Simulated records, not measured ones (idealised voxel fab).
Process module in this document: voxel gate over fins
For reference, the cross-section in this document is cut, with width 265 nm and square cells of 5 nm.
If you're reading a cross-section in this doc, picture square cells in a grid; it comes to you as bands, top ones listed first down to the bottom, and a band can be one or more rows of cells. Each band's line starts with the height of the band's top and of its bottom, in nm. Then come its materials from left to right, each with its width in nm. One material with "full width" fills the band from edge to edge. "air" is empty space. It should be noted that heights are counted from 0, beneath which the wafer as supplied is of one material throughout, and that the lowest band possesses no lower boundary but continues downward, as written in "0 nm and below". Read "30 to 40" as a graded width: first number on top, second number at the bottom, same change between each pair of neighbouring rows. Key: "stayed the same" - step with no changed cell in the cross-section. Enclosed voids (no open way to top), threshold 8 cells or more, entry "Sealed cavities", notation width x height at distance, distance from left edge, nm. Past the settings on a step's line: simulator remark, on that step. A step's line can hold "overlay nm"; with a mask on that step, the setting says how far right of the planned place the mask lay, while a negative setting says it lay to the left.
### Planned step list for the process
1) RECEIVE, material Si
2) CONFORMAL_DEP, material SiN, thk nm 10
3) DIRECTIONAL_DEP, material aC, thk nm 10
4) PATTERN, tone cover, mask id FINS, material resist, width nm 15, pitch nm 50, thk nm 30, overlay nm 0
5) DIRECTIONAL_ETCH, etch materials aC, depth nm 10
6) STRIP, etch materials resist
7) DIRECTIONAL_ETCH, etch materials SiN, depth nm 10
8) DIRECTIONAL_ETCH, etch materials Si, depth nm 40
9) STRIP, etch materials aC
10) FILL_DEP, material SiO2, thk nm 15
11) CMP, height nm 10
12) PATTERN, tone open, mask id RAIL, material resist, width nm 15, thk nm 15, overlay nm 0
13) DIRECTIONAL_ETCH, etch materials SiO2, depth nm 45
14) STRIP, etch materials resist
15) CONFORMAL_DEP, material TiN, thk nm 5
16) FILL_DEP, material W, thk nm 10
17) CMP, height nm 10
18) SELECTIVE_ETCH, etch materials W Ru TiN, depth nm 25
19) FILL_DEP, material SiO2, thk nm 5
20) CMP, height nm 10
21) SELECTIVE_ETCH, etch materials SiO2, depth nm 20
22) STRIP, etch materials SiN
23) CONFORMAL_DEP, material HfO2, thk nm 5
24) CONFORMAL_DEP, material TiN, thk nm 5
25) CONFORMAL_DEP, material TiAl, thk nm 5
26) CONFORMAL_DEP, material TiN, thk nm 5
27) FILL_DEP, material W, thk nm 10
28) CMP, height nm 25
29) CONFORMAL_DEP, material SiCN, thk nm 10
### Here's what the wafer looked like in cross-section when it arrived - that's after step 1
- 0 nm and below: Si full width
- Sealed cavities: none
### first wafer at the end, as planned
- 35 nm to 25 nm: SiCN full width
- 25 nm to 20 nm: W full width
- 20 nm to 15 nm: 80 W / 105 TiN / 80 W
- 15 nm to 10 nm: 80 W / 5 TiN / 45 TiAl / 5 TiN / 45 TiAl / 5 TiN / 80 W
- 10 nm to 5 nm: 85 TiN / 5 TiAl / 35 TiN / 5 TiAl / 5 TiN / 5 TiAl / 35 TiN / 5 TiAl / 85 TiN
- 5 nm to 0 nm: 90 TiAl / 5 TiN / 25 HfO2 / 5 TiN / 15 TiAl / 5 TiN / 25 HfO2 / 5 TiN / 90 TiAl
- 0 nm to -5 nm: 95 TiN / 5 HfO2 / 15 Si / 5 HfO2 / 25 TiN / 5 HfO2 / 15 Si / 5 HfO2 / 95 TiN
- -5 nm to -10 nm: 100 HfO2 / 15 Si / 35 HfO2 / 15 Si / 100 HfO2
- -10 nm to -15 nm: 100 SiO2 / 15 Si / 35 SiO2 / 15 Si / 100 SiO2
- -15 nm to -30 nm: 100 SiO2 / 15 Si / 10 SiO2 / 5 TiN / 5 W / 5 TiN / 10 SiO2 / 15 Si / 100 SiO2
- -30 nm to -35 nm: 100 SiO2 / 15 Si / 10 SiO2 / 15 TiN / 10 SiO2 / 15 Si / 100 SiO2
- -35 nm to -40 nm: 100 SiO2 / 15 Si / 35 SiO2 / 15 Si / 100 SiO2
- -40 nm and below: Si full width
- Sealed cavities: none
### Cross-section at end of module for the second wafer of two, which matched the first in starting point and plan and differed by one mistake in its processing
- 35 nm to 25 nm: SiCN full width
- 25 nm to 20 nm: W full width
- 20 nm to 15 nm: 80 W / 105 TiN / 80 W
- 15 nm to 10 nm: 80 W / 5 TiN / 95 TiAl / 5 TiN / 80 W
- 10 nm to 5 nm: 85 TiN / 5 TiAl / 85 TiN / 5 TiAl / 85 TiN
- 5 nm to 0 nm: 90 TiAl / 5 TiN / 75 HfO2 / 5 TiN / 90 TiAl
- 0 nm to -5 nm: 95 TiN / 5 HfO2 / 15 Si / 10 HfO2 / 5 TiN / 5 W / 5 TiN / 10 HfO2 / 15 Si / 5 HfO2 / 95 TiN
- -5 nm to -10 nm: 100 HfO2 / 15 Si / 10 HfO2 / 5 TiN / 5 W / 5 TiN / 10 HfO2 / 15 Si / 100 HfO2
- -10 nm to -30 nm: 100 SiO2 / 15 Si / 10 SiO2 / 5 TiN / 5 W / 5 TiN / 10 SiO2 / 15 Si / 100 SiO2
- -30 nm to -35 nm: 100 SiO2 / 15 Si / 10 SiO2 / 15 TiN / 10 SiO2 / 15 Si / 100 SiO2
- -35 nm to -40 nm: 100 SiO2 / 15 Si / 35 SiO2 / 15 Si / 100 SiO2
- -40 nm and below: Si full width
- Sealed cavities: none
Misprocessing identified: step 17 of the plan was jumped over and never run
End of process, cell counts, second wafer against first, materials with more or fewer: 4 more of HfO2 | 3 fewer of SiO2 | 4 fewer of TiAl | 3 more of W
